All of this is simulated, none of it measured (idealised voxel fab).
Process module in this document: voxel transistor to metal
Pictured: cross-section cut, 185 nm wide, on a grid of 5 nm square cells.
For the purposes of this document, a cross-section shall be understood as a grid of square cells, specified as bands listed in top-to-bottom order, each band consisting of one or more rows of cells.
First you get the band's top height and its bottom height, in nm, and then the materials it's made of, left to right, with each width in nm. If you see a single material with "full width", that one covers the band edge to edge. "air" is empty space.
Zero point of the height axis is 0; under it, received wafer = one material. Lowest band: continues down indefinitely, "z 0 and below".
You'd read "30->40" like this: the band's top row of cells is as wide as the first number, its bottom row is as wide as the second, and going down, every row changes width by the same amount as the row before did.
Any step labelled "no change occurred" changed none of the cells in the cross-section.
In the "Closed cavity list" entry, you get each enclosed empty space of 8 cells or more, one with no open way to the top, written width x height at distance, distance from the left edge, in nm.
It should be noted that, on the line of a given step, the content following the step's settings is a remark produced by the simulator itself with respect to that step.
A step line may carry the setting "overlay nm", which, for steps involving a mask, states the distance by which the mask lay to the right of its intended position; negative values denote displacement to the left.

### Intended process steps
1: op RECEIVE | material Si
2: op OXIDIZE | depth nm 5
3: op CONFORMAL_DEP | material SiN | thk nm 10
4: op DIRECTIONAL_DEP | material aC | thk nm 10
5: op PATTERN | tone cover | mask id ACTIVE | material resist | width nm 105 | thk nm 25 | overlay nm 0
6: op DIRECTIONAL_ETCH | etch materials aC | depth nm 10
7: op STRIP | etch materials resist
8: op DIRECTIONAL_ETCH | etch materials SiN | depth nm 10
9: op DIRECTIONAL_ETCH | etch materials SiO2 | depth nm 5
10: op DIRECTIONAL_ETCH | etch materials Si | depth nm 35
11: op STRIP | etch materials aC
12: op OXIDIZE | depth nm 5
13: op FILL_DEP | material SiO2 | thk nm 5
14: op CMP | height nm 10
15: op SELECTIVE_ETCH | etch materials SiO2 | depth nm 5
16: op STRIP | etch materials SiN
17: op SELECTIVE_ETCH | etch materials SiO2 | depth nm 5
18: op OXIDIZE | depth nm 5
19: op DIRECTIONAL_DEP | material polySi | thk nm 30
20: op DIRECTIONAL_DEP | material SiCN | thk nm 10
21: op PATTERN | tone cover | mask id GATE | material resist | width nm 25 | thk nm 20 | overlay nm 0
22: op DIRECTIONAL_ETCH | etch materials SiCN | depth nm 20
23: op DIRECTIONAL_ETCH | etch materials polySi | depth nm 40
24: op STRIP | etch materials resist
25: op CONFORMAL_DEP | material SiO2 | thk nm 5
26: op DIRECTIONAL_ETCH | etch materials SiO2 | depth nm 5
27: op CONFORMAL_DEP | material SiN | thk nm 5
28: op DIRECTIONAL_ETCH | etch materials SiN | depth nm 5
29: op DIRECTIONAL_ETCH | etch materials SiO2 | depth nm 5
30: op DIRECTIONAL_ETCH | etch materials Si | depth nm 10
31: op EPI | material nSi | thk nm 10
32: op FILL_DEP | material SiO2 | thk nm 10
33: op CMP | height nm 35
34: op DIRECTIONAL_DEP | material SiO2 | thk nm 15
35: op PATTERN | tone open | mask id CONTACT | material resist | width nm 20 | pitch nm 75 | thk nm 15 | overlay nm 0
36: op DIRECTIONAL_ETCH | etch materials SiO2 | depth nm 60
37: op STRIP | etch materials resist
38: op CONFORMAL_DEP | material TiN | thk nm 5
39: op FILL_DEP | material Ru | thk nm 5
40: op CMP | height nm 50
41: op DIRECTIONAL_DEP | material TiN | thk nm 5
42: op DIRECTIONAL_DEP | material W | thk nm 15
43: op DIRECTIONAL_DEP | material aC | thk nm 15
44: op PATTERN | tone cover | mask id METAL_1 | material resist | width nm 20 | pitch nm 75 | thk nm 35 | overlay nm 0
45: op DIRECTIONAL_ETCH | etch materials aC | depth nm 15
46: op STRIP | etch materials resist
47: op DIRECTIONAL_ETCH | etch materials W | depth nm 15
48: op DIRECTIONAL_ETCH | etch materials TiN | depth nm 5
49: op STRIP | etch materials aC
50: op CONFORMAL_DEP | material SiN | thk nm 5
51: op FILL_DEP | material lowk | thk nm 10
52: op CMP | height nm 70
53: op CONFORMAL_DEP | material SiCN | thk nm 5
54: op DIRECTIONAL_DEP | material SiO2 | thk nm 35
55: op MASKED_ETCH | tone open | mask id METAL_2 | width nm 15 | pitch nm 75 | etch materials SiO2 | depth nm 20 | overlay nm 0
56: op MASKED_ETCH | tone open | mask id METAL_2_HOLES | width nm 15 | pitch nm 75 | etch materials SiO2 | depth nm 15 | overlay nm 0
57: op MASKED_ETCH | tone open | mask id METAL_2_HOLES | width nm 15 | pitch nm 75 | etch materials SiCN | depth nm 5 | overlay nm 0
58: op CONFORMAL_DEP | material TiN | thk nm 5
59: op FILL_DEP | material Ru | thk nm 5
60: op CMP | height nm 110
61: op CONFORMAL_DEP | material SiN | thk nm 5
Same starting wafers, different width nm at step 55. Plan value belongs to the first wafer.

### Cross-section, first of several wafers, as delivered after step 1
- z 0 and below: Si full width
- Closed cavity list: none

### Cross-section of the first of several wafers once the module has run through its last step, step 61
- z 115 to 110: SiN full width
- z 110 to 100: SiO2 45 | TiN 5 | Ru 10 | TiN 5 | SiO2 55 | TiN 5 | Ru 10 | TiN 5 | SiO2 45
- z 100 to 95: SiO2 45 | TiN 10 | Ru 5 | TiN 5 | SiO2 55 | TiN 10 | Ru 5 | TiN 5 | SiO2 45
- z 95 to 90: SiO2 50 | TiN 15 | SiO2 60 | TiN 15 | SiO2 45
- z 90 to 75: SiO2 50 | TiN 10 | SiO2 65 | TiN 10 | SiO2 50
- z 75 to 70: SiCN 50 | TiN 10 | SiCN 65 | TiN 10 | SiCN 50
- z 70 to 55: lowk 40 | SiN 5 | W 20 | SiN 5 | lowk 45 | SiN 5 | W 20 | SiN 5 | lowk 40
- z 55 to 50: SiN 45 | TiN 20 | SiN 55 | TiN 20 | SiN 45
- z 50 to 35: SiO2 45 | TiN 5 | Ru 10 | TiN 5 | SiO2 55 | TiN 5 | Ru 10 | TiN 5 | SiO2 45
- z 35 to 25: SiO2 45 | TiN 5 | Ru 10 | TiN 5 | SiO2 5 | SiN 5 | SiO2 5 | SiCN 25 | SiO2 5 | SiN 5 | SiO2 5 | TiN 5 | Ru 10 | TiN 5 | SiO2 45
- z 25 to 5: SiO2 45 | TiN 5 | Ru 10 | TiN 5 | SiO2 5 | SiN 5 | SiO2 5 | polySi 25 | SiO2 5 | SiN 5 | SiO2 5 | TiN 5 | Ru 10 | TiN 5 | SiO2 45
- z 5 to 0: SiO2 45 | TiN 5 | Ru 5 | TiN 10 | SiO2 5 | SiN 5 | SiO2 5 | polySi 25 | SiO2 5 | SiN 5 | SiO2 5 | TiN 10 | Ru 5 | TiN 5 | SiO2 45
- z 0 to -5: SiO2 40 | SiN 5 | TiN 5 | Ru 5 | TiN 5 | nSi 10 | SiN 5 | SiO2 5 | polySi 25 | SiO2 5 | SiN 5 | nSi 10 | TiN 5 | Ru 5 | TiN 5 | SiN 5 | SiO2 40
- z -5 to -10: SiO2 45 | TiN 15 | nSi 10 | SiO2 45 | nSi 10 | TiN 15 | SiO2 45
- z -10 to -20: SiO2 45 | nSi 25 | Si 45 | nSi 25 | SiO2 45
- z -20 to -45: SiO2 45 | Si 95 | SiO2 45
- z -45 and below: Si full width
- Closed cavity list: none

### Cross-section, last wafer, module completion
- z 115 to 110: SiN full width
- z 110 to 95: SiO2 40 | TiN 5 | Ru 25 | TiN 5 | SiO2 40 | TiN 5 | Ru 25 | TiN 5 | SiO2 35
- z 95 to 90: SiO2 40 | TiN 10 | Ru 5 | TiN 20 | SiO2 40 | TiN 10 | Ru 5 | TiN 20 | SiO2 35
- z 90 to 75: SiO2 45 | TiN 5 | Ru 5 | TiN 5 | SiO2 60 | TiN 5 | Ru 5 | TiN 5 | SiO2 50
- z 75 to 70: SiCN 45 | TiN 15 | SiCN 60 | TiN 15 | SiCN 50
- z 70 to 55: lowk 40 | SiN 5 | W 20 | SiN 5 | lowk 45 | SiN 5 | W 20 | SiN 5 | lowk 40
- z 55 to 50: SiN 45 | TiN 20 | SiN 55 | TiN 20 | SiN 45
- z 50 to 35: SiO2 45 | TiN 5 | Ru 10 | TiN 5 | SiO2 55 | TiN 5 | Ru 10 | TiN 5 | SiO2 45
- z 35 to 25: SiO2 45 | TiN 5 | Ru 10 | TiN 5 | SiO2 5 | SiN 5 | SiO2 5 | SiCN 25 | SiO2 5 | SiN 5 | SiO2 5 | TiN 5 | Ru 10 | TiN 5 | SiO2 45
- z 25 to 5: SiO2 45 | TiN 5 | Ru 10 | TiN 5 | SiO2 5 | SiN 5 | SiO2 5 | polySi 25 | SiO2 5 | SiN 5 | SiO2 5 | TiN 5 | Ru 10 | TiN 5 | SiO2 45
- z 5 to 0: SiO2 45 | TiN 5 | Ru 5 | TiN 10 | SiO2 5 | SiN 5 | SiO2 5 | polySi 25 | SiO2 5 | SiN 5 | SiO2 5 | TiN 10 | Ru 5 | TiN 5 | SiO2 45
- z 0 to -5: SiO2 40 | SiN 5 | TiN 5 | Ru 5 | TiN 5 | nSi 10 | SiN 5 | SiO2 5 | polySi 25 | SiO2 5 | SiN 5 | nSi 10 | TiN 5 | Ru 5 | TiN 5 | SiN 5 | SiO2 40
- z -5 to -10: SiO2 45 | TiN 15 | nSi 10 | SiO2 45 | nSi 10 | TiN 15 | SiO2 45
- z -10 to -20: SiO2 45 | nSi 25 | Si 45 | nSi 25 | SiO2 45
- z -20 to -45: SiO2 45 | Si 95 | SiO2 45
- z -45 and below: Si full width
- Closed cavity list: none

### Table: wafers, a row each; end-of-module cell change per material since receipt, gain (+), loss (-); then closed voids
width nm 15, +50 Ru, -220 Si, +43 SiCN, +96 SiN, +629 SiO2, +96 TiN, +24 W, +75 lowk, +28 nSi, +30 polySi, Closed cavity list: none
width nm 20, +60 Ru, -220 Si, +41 SiCN, +96 SiN, +621 SiO2, +96 TiN, +24 W, +75 lowk, +28 nSi, +30 polySi, Closed cavity list: none
width nm 25, +66 Ru, -220 Si, +41 SiCN, +96 SiN, +613 SiO2, +98 TiN, +24 W, +75 lowk, +28 nSi, +30 polySi, Closed cavity list: none
width nm 30, +72 Ru, -220 Si, +41 SiCN, +96 SiN, +605 SiO2, +100 TiN, +24 W, +75 lowk, +28 nSi, +30 polySi, Closed cavity list: none
width nm 35, +78 Ru, -220 Si, +41 SiCN, +96 SiN, +597 SiO2, +102 TiN, +24 W, +75 lowk, +28 nSi, +30 polySi, Closed cavity list: none
